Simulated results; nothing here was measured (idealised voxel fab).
Process module under the name voxel fin reveal
Cross-section cut: width 210 nm, square cells of 5 nm.
How to read a cross-section here: the picture is a grid of square cells, written as bands going from the top down, and any band can span one or more rows of cells.
A band entry consists of two parts. The first gives the height of the band's top and the height of its bottom, in nm. The rest lists the band's materials from left to right, each with its width in nm. A single material labelled with the word "all across" fills the band from edge to edge, and the word "air" marks empty space.
Counting heights begins at 0, where everything beneath is, in the wafer as received, one material. The lowest band has no bottom; it goes on downwards, as "0 -> down" shows.
The notation "30->40" denotes a width that varies across the rows of cells in the band, beginning at the first number in the top row, finishing at the second number in the bottom row, and changing by an identical amount from each row to the next.
"remained unchanged" (step): cross-section cells unchanged, all of them.
The entry "Closed void listing" lists the empty spaces that cover at least 8 cells and have no open path to the top. Each is written as width x height at distance, where the distance is measured from the left edge and all three values are in nm.
On each step's line, the part that comes after the settings is the simulator's own comment on the step.
overlay nm: step with mask; distance mask lay right of planned place; negative value = left of planned place.

# Process steps - plan
1) op RECEIVE | material Si
2) op CONFORMAL_DEP | material SiN | thk nm 5
3) op PATTERN | tone cover | mask id FINS | material resist | width nm 15 | pitch nm 45 | thk nm 15 | overlay nm 0
4) op DIRECTIONAL_ETCH | etch materials SiN | depth nm 5
5) op DIRECTIONAL_ETCH | etch materials Si | depth nm 35
6) op STRIP | etch materials resist
7) op FILL_DEP | material SiO2 | thk nm 15
8) op CMP | height nm 5
9) op SELECTIVE_ETCH | etch materials SiO2 | depth nm 30
10) op STRIP | etch materials SiN
11) op CONFORMAL_DEP | material HfO2 | thk nm 5

# Here's what the wafer looked like in cross-section when it arrived - that's after step 1
	0 -> down: Si all across
	Closed void listing: none

# Starting wafer: above. Plan: above. Run: one mistake. Cross-section after the module: below
	5 -> 0: air 45 nm, then HfO2 25 nm, then air 20 nm, then HfO2 25 nm, then air 20 nm, then HfO2 25 nm, then air 50 nm
	0 -> -20: air 45 nm, then HfO2 5 nm, then Si 15 nm, then HfO2 5 nm, then air 20 nm, then HfO2 5 nm, then Si 15 nm, then HfO2 5 nm, then air 20 nm, then HfO2 5 nm, then Si 15 nm, then HfO2 5 nm, then air 50 nm
	-20 -> -25: HfO2 50 nm, then Si 15 nm, then HfO2 30 nm, then Si 15 nm, then HfO2 30 nm, then Si 15 nm, then HfO2 55 nm
	-25 -> -70: SiO2 50 nm, then Si 15 nm, then SiO2 30 nm, then Si 15 nm, then SiO2 30 nm, then Si 15 nm, then SiO2 55 nm
	-70 -> down: Si all across
	Closed void listing: none
Deviation noted in wafer processing: twice, step 5 of the plan was run
